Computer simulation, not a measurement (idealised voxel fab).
You're looking at the process module voxel double patterning.
For reference, the cross-section in this document is cut, with width 260 nm and square cells of 5 nm.
Reading order for cross-sections: top band down to bottom band. Underlying form: a grid of square cells. Band size: one or more rows of cells.
Basically the band line says how high the top is and how high the bottom is, in nm, and then what's in it from left to right, every material with its width in nm. Empty space shows up as "blank", and if a single material carries "all across" it runs the full band edge to edge.
Measure heights from 0. That's the level where, below it, the as-received wafer is all one material. The lowest band is bottomless and extends downward; write it as in "0..down".
When a width is written as two numbers, as in "30..40", the first number is the width in the top row of cells of the band and the second is the width in its bottom row, and the width changes by the same amount from each row to the next.
Where a step carries "no modifications", the cross-section came out of it unchanged, cell for cell.
Basically, "Fully sealed cavities" tells you about the enclosed voids: empty spaces with no open way to the top, 8 cells or bigger, each written width x height at distance, where distance is from the left edge, all in nm.
Note: text after step settings on the step line = simulator remark on that step.
overlay nm: for a step with a mask, the amount by which the mask lay right of where it was planned; a negative amount means left of it.
# Listed below are the process steps as planned
1. op RECEIVE | material Si
2. op CONFORMAL_DEP | material SiN | thk nm 5
3. op DIRECTIONAL_DEP | material SiO2 | thk nm 15
4. op DIRECTIONAL_DEP | material SiCN | thk nm 10
5. op MASKED_ETCH | tone open | mask id FIRST | width nm 15 | pitch nm 50 | etch materials SiCN | depth nm 10 | overlay nm 0
6. op DIRECTIONAL_DEP | material aC | thk nm 15
7. op PATTERN | tone open | mask id SECOND | material resist | width nm 15 | pitch nm 50 | thk nm 35 | overlay nm 0
8. op DIRECTIONAL_ETCH | etch materials aC | depth nm 15
9. op STRIP | etch materials resist
10. op DIRECTIONAL_ETCH | etch materials SiCN | depth nm 10
11. op STRIP | etch materials aC
12. op DIRECTIONAL_ETCH | etch materials SiO2 | depth nm 15
13. op STRIP | etch materials SiCN
# Cross-section of the wafer as it came to us, i.e., already through step 1
	0..down = Si all across
	Fully sealed cavities: none
# Sectioned view, first of two wafers, at the close of the module, processed as intended in the plan
	20..5 = SiO2 70 nm, then blank 15 nm, then SiO2 10 nm, then blank 15 nm, then SiO2 10 nm, then blank 15 nm, then SiO2 10 nm, then blank 15 nm, then SiO2 10 nm, then blank 15 nm, then SiO2 75 nm
	5..0 = SiN all across
	0..down = Si all across
	Fully sealed cavities: none
# Cross-sectional view of the second of two wafers upon completion of the module. This wafer shared its starting condition and process plan with the first; one error was made during its execution
	15..0 = SiO2 70 nm, then blank 15 nm, then SiO2 10 nm, then blank 15 nm, then SiO2 10 nm, then blank 15 nm, then SiO2 10 nm, then blank 15 nm, then SiO2 10 nm, then blank 15 nm, then SiO2 75 nm
	0..down = Si all across
	Fully sealed cavities: none
Want to know what went wrong? step 2 in the plan did not get run; it was skipped
The closing comparison, in cells, has the second wafer with more or fewer of some materials than the first: -52 SiN
